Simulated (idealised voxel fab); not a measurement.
Process module name: voxel released beams
Displayed cross-section: cut, width of 180 nm, square cells sized 5 nm.
Cross-section = grid of square cells, listed top down in bands; band = one or more rows. In this notation a band is specified by the heights of its top and bottom, in that order and in nm, after which its materials appear from left to right, each paired with its width in nm. The word "all across" attached to a single material means that material fills the band from edge to edge; the word "air" stands for empty space. It should be noted that heights are counted from 0, beneath which the wafer as supplied is of one material throughout, and that the lowest band possesses no lower boundary but continues downward, as written in "top 0, no bottom". Width spec "30..40" -> top row of cells at first value, bottom row at second value, equal per-row change in between. Where a step carries "no alterations made", the cross-section came out of it unchanged, cell for cell. The entry "Enclosed void listing" lists the empty spaces that cover at least 8 cells and have no open path to the top. Each is written as width x height at distance, where the distance is measured from the left edge and all three values are in nm. Post-settings text on a step line: simulator's own remark regarding the step. A step line may carry the setting "overlay nm", which, for steps involving a mask, states the distance by which the mask lay to the right of its intended position; negative values denote displacement to the left.
# This section lists the process steps that were planned
1,RECEIVE,material Si
2,CONFORMAL_DEP,material Al2O3,thk nm 5
3,DIRECTIONAL_DEP,material SiO2,thk nm 15
4,DIRECTIONAL_DEP,material aC,thk nm 15
5,PATTERN,tone open,mask id ANCHOR,material resist,width nm 30,thk nm 35,overlay nm 0
6,DIRECTIONAL_ETCH,etch materials aC,depth nm 15
7,STRIP,etch materials resist
8,DIRECTIONAL_ETCH,etch materials SiO2,depth nm 15
9,STRIP,etch materials aC
10,CONFORMAL_DEP,material polySi,thk nm 10
11,MASKED_ETCH,tone cover,mask id BEAM,width nm 80,etch materials polySi,depth nm 10,overlay nm 0
12,STRIP,etch materials SiO2
# The first of the two wafers, which ran as planned
# Wafer cross-section on receipt, i.e. after step 1
> top 0, no bottom | Si all across
> Enclosed void listing: none
# Step 2 complete: cross-section through the wafer
> top 5, bottom 0 | Al2O3 all across
> Everything under 0 stays put, no change at all.
# Step 3 complete: cross-section through the wafer
> top 20, bottom 5 | SiO2 all across
> Everything under 5 stays put, no change at all.
# Step 4 complete: cross-section through the wafer
> top 35, bottom 20 | aC all across
> Everything under 20 stays put, no change at all.
# Step 5 complete: cross-section through the wafer
> top 70, bottom 35 | resist 50; air 30; resist 100
> Everything under 35 stays put, no change at all.
# Step 6 complete: cross-section through the wafer
> top 55, bottom 35 | resist 50; air 30; resist 100
> top 35, bottom 20 | aC 50; air 30; aC 100
> Everything under 20 stays put, no change at all.
# Step 7 complete: cross-section through the wafer
> top 35, bottom 20 | aC 50; air 30; aC 100
> Everything under 20 stays put, no change at all.
# Step 8 complete: cross-section through the wafer
> top 35, bottom 20 | aC 50; air 30; aC 100
> top 20, bottom 5 | SiO2 50; air 30; SiO2 100
> Everything under 5 stays put, no change at all.
# Step 9 complete: cross-section through the wafer
> top 20, bottom 5 | SiO2 50; air 30; SiO2 100
> Everything under 5 stays put, no change at all.
# Step 10 complete: cross-section through the wafer
> top 30, bottom 20 | polySi 60; air 10; polySi 110
> top 20, bottom 15 | SiO2 50; polySi 10; air 10; polySi 10; SiO2 100
> top 15, bottom 5 | SiO2 50; polySi 30; SiO2 100
> Everything under 5 stays put, no change at all.
# Step 11 complete: cross-section through the wafer
> top 30, bottom 20 | air 45; polySi 15; air 10; polySi 55; air 55
> Everything under 20 stays put, no change at all.
# Step 12 complete: cross-section through the wafer
> top 30, bottom 20 | air 45; polySi 15; air 10; polySi 55; air 55
> top 20, bottom 15 | air 50; polySi 10; air 10; polySi 10; air 100
> top 15, bottom 5 | air 50; polySi 30; air 100
> Everything under 5 stays put, no change at all.
# Second wafer, same starting state and plan as the first, one mistake in the run, identical through step 1
# Second wafer, section view, time point: scheduled end of step 2
> top 15, bottom 0 | SiO2 all across
> Everything under 0 stays put, no change at all.
# Second wafer, section view, time point: scheduled end of step 3
> top 20, bottom 15 | Al2O3 all across
> Everything under 15 stays put, no change at all.
# Second wafer, section view, time point: scheduled end of step 4
> top 35, bottom 20 | aC all across
> Everything under 20 stays put, no change at all.
# Second wafer, section view, time point: scheduled end of step 5
> top 70, bottom 35 | resist 50; air 30; resist 100
> Everything under 35 stays put, no change at all.
# Second wafer, section view, time point: scheduled end of step 6
> top 55, bottom 35 | resist 50; air 30; resist 100
> top 35, bottom 20 | aC 50; air 30; aC 100
> Everything under 20 stays put, no change at all.
# Second wafer, section view, time point: scheduled end of step 7
> top 35, bottom 20 | aC 50; air 30; aC 100
> Everything under 20 stays put, no change at all.
Second wafer, section view, time point: scheduled end of step 8: no alterations made
# Second wafer, section view, time point: scheduled end of step 9
> top 20, bottom 15 | Al2O3 all across
> Everything under 15 stays put, no change at all.
# Second wafer, section view, time point: scheduled end of step 10
> top 30, bottom 20 | polySi all across
> Everything under 20 stays put, no change at all.
# Second wafer, section view, time point: scheduled end of step 11
> top 30, bottom 20 | air 45; polySi 80; air 55
> Everything under 20 stays put, no change at all.
Second wafer, section view, time point: scheduled end of step 12: no alterations made
Against the plan, the run slipped here: so 2 and 3 got swapped relative to the plan, each ran where the other was supposed to
Materials where the second wafer ends with more or fewer cells than the first: SiO2 +108; polySi -12
